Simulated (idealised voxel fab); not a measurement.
The process module that follows is named voxel self aligned vias.
Shown is cross-section cut, with a width of 235 nm and square cells of size 5 nm.
A cross-section is a grid of square cells, given in bands from the top down. A band is one or more rows of cells.
It is stipulated that each band's entry specify, in nanometres, the height of the top of the band and then that of its bottom, followed by the materials of the band in left-to-right sequence, each together with its width in nanometres. A single material marked by the word "throughout" is understood to fill the band from edge to edge; the word "air" is understood to denote empty space.
The level at which height equals 0 is the one under which the wafer, as it arrives, is entirely one material. No lower edge exists for the bottom band, which continues downward and is notated as in "z 0 and below".
It should be noted that a width expressed as "30..40" varies in equal increments from row to row of cells within the band, taking the value of the first number at the top row and that of the second number at the bottom row.
Given "remained unchanged" for a step, no cell of the cross-section differs between before and after that step.
Entry "Fully sealed cavities" = empty spaces >= 8 cells with no open way to the top; each as width x height at distance, distance from left edge, all nm.
Where a step's line continues beyond its settings, the continuation is a remark by the simulator itself on that step.
Among the settings permitted on a step's line is "overlay nm"; applied to a step with a mask, it specifies the extent to which the mask lay to the right of its planned position, whereas a negative figure signifies a position to the left.

### Here's what the planned process steps look like
| 1 | RECEIVE,material Si |
| 2 | CONFORMAL_DEP,material SiO2,thk nm 10 |
| 3 | CONFORMAL_DEP,material SiCN,thk nm 5 |
| 4 | DIRECTIONAL_DEP,material lowk,thk nm 25 |
| 5 | DIRECTIONAL_DEP,material aC,thk nm 15 |
| 6 | PATTERN,tone open,mask id LINES,material resist,width nm 15,pitch nm 50,thk nm 35,overlay nm 0 |
| 7 | DIRECTIONAL_ETCH,etch materials aC,depth nm 15 |
| 8 | STRIP,etch materials resist |
| 9 | DIRECTIONAL_ETCH,etch materials lowk,depth nm 25 |
| 10 | STRIP,etch materials aC |
| 11 | CONFORMAL_DEP,material TiN,thk nm 5 |
| 12 | FILL_DEP,material Ru,thk nm 5 |
| 13 | CMP,height nm 40 |
| 14 | SELECTIVE_ETCH,etch materials W Ru TiN,depth nm 5 |
| 15 | FILL_DEP,material SiN,thk nm 5 |
| 16 | CMP,height nm 40 |
| 17 | DIRECTIONAL_DEP,material lowk,thk nm 20 |
| 18 | DIRECTIONAL_DEP,material aC,thk nm 15 |
| 19 | PATTERN,tone open,mask id VIAS,material resist,width nm 30,thk nm 30,overlay nm 0 |
| 20 | DIRECTIONAL_ETCH,etch materials aC,depth nm 15 |
| 21 | STRIP,etch materials resist |
| 22 | DIRECTIONAL_ETCH,etch materials lowk,depth nm 20 |
| 23 | DIRECTIONAL_ETCH,etch materials SiN,depth nm 5 |
| 24 | STRIP,etch materials aC |
| 25 | CONFORMAL_DEP,material TiN,thk nm 5 |
| 26 | FILL_DEP,material Ru,thk nm 5 |
| 27 | CMP,height nm 60 |
| 28 | CONFORMAL_DEP,material SiCN,thk nm 5 |
Split variable: width nm, step 6. Plan value = first wafer. Wafers start alike.

### First of several wafers (as received, post step 1), cross-sectional view
	z 0 and below: Si throughout
	Fully sealed cavities: none

### Cross-section after step 28, the final step of the module, for the first of several wafers
	z 65 to 60: SiCN throughout
	z 60 to 45: 75 nm lowk | 5 nm TiN | 20 nm Ru | 5 nm TiN | 130 nm lowk
	z 45 to 40: 75 nm lowk | 15 nm TiN | 5 nm Ru | 10 nm TiN | 130 nm lowk
	z 40 to 35: 85 nm lowk | 15 nm TiN | 35 nm lowk | 15 nm SiN | 85 nm lowk
	z 35 to 20: 85 nm lowk | 5 nm TiN | 5 nm Ru | 5 nm TiN | 35 nm lowk | 5 nm TiN | 5 nm Ru | 5 nm TiN | 85 nm lowk
	z 20 to 15: 85 nm lowk | 15 nm TiN | 35 nm lowk | 15 nm TiN | 85 nm lowk
	z 15 to 10: SiCN throughout
	z 10 to 0: SiO2 throughout
	z 0 and below: Si throughout
	Fully sealed cavities: none

### Module end, final wafer: cross-section
	z 65 to 60: SiCN throughout
	z 60 to 40: 75 nm lowk | 5 nm TiN | 20 nm Ru | 5 nm TiN | 130 nm lowk
	z 40 to 35: 75 nm lowk | 30 nm TiN | 5 nm SiN | 15 nm lowk | 35 nm SiN | 75 nm lowk
	z 35 to 20: 75 nm lowk | 5 nm TiN | 25 nm Ru | 5 nm TiN | 15 nm lowk | 5 nm TiN | 25 nm Ru | 5 nm TiN | 75 nm lowk
	z 20 to 15: 75 nm lowk | 35 nm TiN | 15 nm lowk | 35 nm TiN | 75 nm lowk
	z 15 to 10: SiCN throughout
	z 10 to 0: SiO2 throughout
	z 0 and below: Si throughout
	Fully sealed cavities: none

### Table: wafers, a row each; end-of-module cell change per material since receipt, gain (+), loss (-); then closed voids
width nm 15; +19 Ru; +94 SiCN; +3 SiN; +94 SiO2; +32 TiN; +369 lowk; Fully sealed cavities: none
width nm 20; +26 Ru; +94 SiCN; +4 SiN; +94 SiO2; +34 TiN; +359 lowk; Fully sealed cavities: none
width nm 25; +33 Ru; +94 SiCN; +5 SiN; +94 SiO2; +36 TiN; +349 lowk; Fully sealed cavities: none
width nm 30; +40 Ru; +94 SiCN; +6 SiN; +94 SiO2; +38 TiN; +339 lowk; Fully sealed cavities: none
width nm 35; +46 Ru; +94 SiCN; +8 SiN; +94 SiO2; +40 TiN; +329 lowk; Fully sealed cavities: none
